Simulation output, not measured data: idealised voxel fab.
The following is a process module called voxel released beams.
FYI the section here is cut, 210 nm wide, cells are 5 nm squares.
Format of a cross-section: grid, square cells. Given as bands. Order: top down. Band: one or more rows of cells. Basically the band line says how high the top is and how high the bottom is, in nm, and then what's in it from left to right, every material with its width in nm. Empty space shows up as "air", and if a single material carries "full width" it runs the full band edge to edge. Where do heights start? At 0: under that level the wafer as delivered is made of one material only. And the lowest band has no floor; it just carries on downward, as in "from 0 down". The expression "30->40" gives the width at the extremes of the band, the first number at its top row of cells and the second at its bottom row, with the width changing by equal amounts from each row to the next in between. Where the words "no modifications" appear for a step, the cross-section shows no cell changed by that step; every cell remained as before. "Closed void inventory": empty spaces of 8 cells or more with no open way to the top, each given as width x height at distance, distance from the left edge, all in nm. Anything after a step's settings on that line? It's the simulator's own note about the step. overlay nm: mask right of planned place by this much (step with mask). Neg. = left.
THE STEPS PLANNED FOR THE PROCESS ARE AS FOLLOWS
1) RECEIVE with material Si
2) CONFORMAL_DEP with material SiN, thk nm 10
3) DIRECTIONAL_DEP with material SiO2, thk nm 10
4) PATTERN with tone open, mask id ANCHOR, material resist, width nm 45, thk nm 20, overlay nm 0
5) DIRECTIONAL_ETCH with etch materials SiO2, depth nm 10
6) STRIP with etch materials resist
7) CONFORMAL_DEP with material W, thk nm 15
8) PATTERN with tone cover, mask id BEAM, material resist, width nm 115, thk nm 15, overlay nm 0
9) DIRECTIONAL_ETCH with etch materials W, depth nm 15
10) STRIP with etch materials resist
11) STRIP with etch materials SiO2
THE CROSS-SECTION HERE SHOWS THE WAFER AS RECEIVED, I.E. IN ITS STATE AFTER STEP 1
  from 0 down | Si full width
  Closed void inventory: none
RESULT OF THE MODULE, CROSS-SECTIONED: START PER ABOVE, PLAN PER ABOVE, ONE ERROR IN HOW IT WAS RUN
  from 25 to 15 | air 45 nm; W 20 nm; air 15 nm; W 80 nm; air 50 nm
  from 15 to 10 | air 45 nm; W 115 nm; air 50 nm
  from 10 to 0 | air 50 nm; W 45 nm; air 115 nm
  from 0 down | Si full width
  Closed void inventory: none
Deviation from plan: skipped: plan step 2 (never run)
